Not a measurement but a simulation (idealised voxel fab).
Process module in this document: voxel released beams
FYI the section here is cut, 255 nm wide, cells are 5 nm squares.
Heads up, the way a cross-section reads in here is a grid of square cells, handed over as bands from the top down, with every band being one or more rows of cells. Band: top and bottom heights (nm) first, top before bottom; then materials from left to right, widths in nm. "throughout" marks a sole material filling the band edge to edge. "blank" denotes empty space. Height reference: 0 = level under which incoming wafer is all one material. Lowest band: no bottom, runs on downward, e.g. "from 0 down". With a width like "30..40", each row of cells in the band differs from the next by the same amount, the top row carrying the first number and the bottom row the second. For the purposes of this document, the phrase "no modifications" attached to a step denotes that no cell within the cross-section was modified by that step. Voids not open to the top, 8 cells minimum: see "Voids lacking openings". Written width x height at distance; distance is from the left edge; nm. On each step's line, the part that comes after the settings is the simulator's own comment on the step. overlay nm: for a step with a mask, the amount by which the mask lay right of where it was planned; a negative amount means left of it.

[List of planned process steps]
step 1: RECEIVE [material Si]
step 2: CONFORMAL_DEP [material Al2O3] [thk nm 10]
step 3: DIRECTIONAL_DEP [material SiO2] [thk nm 15]
step 4: PATTERN [tone open] [mask id ANCHOR] [material resist] [width nm 35] [thk nm 15] [overlay nm 0]
step 5: DIRECTIONAL_ETCH [etch materials SiO2] [depth nm 15]
step 6: STRIP [etch materials resist]
step 7: CONFORMAL_DEP [material polySi] [thk nm 10]
step 8: PATTERN [tone cover] [mask id BEAM] [material resist] [width nm 120] [thk nm 15] [overlay nm 0]
step 9: DIRECTIONAL_ETCH [etch materials polySi] [depth nm 10]
step 10: STRIP [etch materials resist]
step 11: STRIP [etch materials SiO2]

[First of two wafers, with the run carried out as planned]

[Wafer as received: cross-section following step 1]
* from 0 down: Si throughout
* Voids lacking openings: none

[After step 2: wafer cross-section]
* from 10 to 0: Al2O3 throughout
* Rest of section, below 0: as before.

[After step 3: wafer cross-section]
* from 25 to 10: SiO2 throughout
* Rest of section, below 10: as before.

[After step 4: wafer cross-section]
* from 40 to 25: 70 resist, 35 blank, 150 resist
* Rest of section, below 25: as before.

[After step 5: wafer cross-section]
* from 40 to 25: 70 resist, 35 blank, 150 resist
* from 25 to 10: 70 SiO2, 35 blank, 150 SiO2
* Rest of section, below 10: as before.

[After step 6: wafer cross-section]
* from 25 to 10: 70 SiO2, 35 blank, 150 SiO2
* Rest of section, below 10: as before.

[After step 7: wafer cross-section]
* from 35 to 25: 80 polySi, 15 blank, 160 polySi
* from 25 to 20: 70 SiO2, 10 polySi, 15 blank, 10 polySi, 150 SiO2
* from 20 to 10: 70 SiO2, 35 polySi, 150 SiO2
* Rest of section, below 10: as before.

[After step 8: wafer cross-section]
* from 50 to 35: 65 blank, 120 resist, 70 blank
* from 35 to 25: 80 polySi, 15 resist, 160 polySi
* from 25 to 20: 70 SiO2, 10 polySi, 15 resist, 10 polySi, 150 SiO2
* Rest of section, below 20: as before.

[After step 9: wafer cross-section]
* from 50 to 35: 65 blank, 120 resist, 70 blank
* from 35 to 25: 65 blank, 15 polySi, 15 resist, 90 polySi, 70 blank
* Rest of section, below 25: as before.

[After step 10: wafer cross-section]
* from 35 to 25: 65 blank, 15 polySi, 15 blank, 90 polySi, 70 blank
* from 25 to 20: 70 SiO2, 10 polySi, 15 blank, 10 polySi, 150 SiO2
* Rest of section, below 20: as before.

[After step 11: wafer cross-section]
* from 35 to 25: 65 blank, 15 polySi, 15 blank, 90 polySi, 70 blank
* from 25 to 20: 70 blank, 10 polySi, 15 blank, 10 polySi, 150 blank
* from 20 to 10: 70 blank, 35 polySi, 150 blank
* Rest of section, below 10: as before.

[It is to be noted that the second wafer proceeded from the same initial state and according to the same plan as the first, although one mistake was committed in its execution; through step 1, inclusive, the two wafers share an identical history]

[Cross-section of the second wafer corresponding to the planned conclusion of step 2]
* from 10 to 0: polySi throughout
* Rest of section, below 0: as before.

[Cross-section of the second wafer corresponding to the planned conclusion of step 3]
* from 25 to 10: SiO2 throughout
* Rest of section, below 10: as before.

[Cross-section of the second wafer corresponding to the planned conclusion of step 4]
* from 40 to 25: 70 resist, 35 blank, 150 resist
* Rest of section, below 25: as before.

[Cross-section of the second wafer corresponding to the planned conclusion of step 5]
* from 40 to 25: 70 resist, 35 blank, 150 resist
* from 25 to 10: 70 SiO2, 35 blank, 150 SiO2
* Rest of section, below 10: as before.

[Cross-section of the second wafer corresponding to the planned conclusion of step 6]
* from 25 to 10: 70 SiO2, 35 blank, 150 SiO2
* Rest of section, below 10: as before.

[Cross-section of the second wafer corresponding to the planned conclusion of step 7]
* from 35 to 25: 80 polySi, 15 blank, 160 polySi
* from 25 to 20: 70 SiO2, 10 polySi, 15 blank, 10 polySi, 150 SiO2
* from 20 to 10: 70 SiO2, 35 polySi, 150 SiO2
* Rest of section, below 10: as before.

[Cross-section of the second wafer corresponding to the planned conclusion of step 8]
* from 50 to 35: 65 blank, 120 resist, 70 blank
* from 35 to 25: 80 polySi, 15 resist, 160 polySi
* from 25 to 20: 70 SiO2, 10 polySi, 15 resist, 10 polySi, 150 SiO2
* Rest of section, below 20: as before.

[Cross-section of the second wafer corresponding to the planned conclusion of step 9]
* from 50 to 35: 65 blank, 120 resist, 70 blank
* from 35 to 25: 65 blank, 15 polySi, 15 resist, 90 polySi, 70 blank
* Rest of section, below 25: as before.

[Cross-section of the second wafer corresponding to the planned conclusion of step 10]
* from 35 to 25: 65 blank, 15 polySi, 15 blank, 90 polySi, 70 blank
* from 25 to 20: 70 SiO2, 10 polySi, 15 blank, 10 polySi, 150 SiO2
* Rest of section, below 20: as before.

[Cross-section of the second wafer corresponding to the planned conclusion of step 11]
* from 35 to 25: 65 blank, 15 polySi, 15 blank, 90 polySi, 70 blank
* from 25 to 20: 70 blank, 10 polySi, 15 blank, 10 polySi, 150 blank
* from 20 to 10: 70 blank, 35 polySi, 150 blank
* Rest of section, below 10: as before.
Deviation from plan: planned and actual differ for step 2; actual: CONFORMAL_DEP [material polySi] [thk nm 10]
Final comparison by cell count, materials where the second wafer has more or fewer than the first: 102 fewer of Al2O3, 102 more of polySi
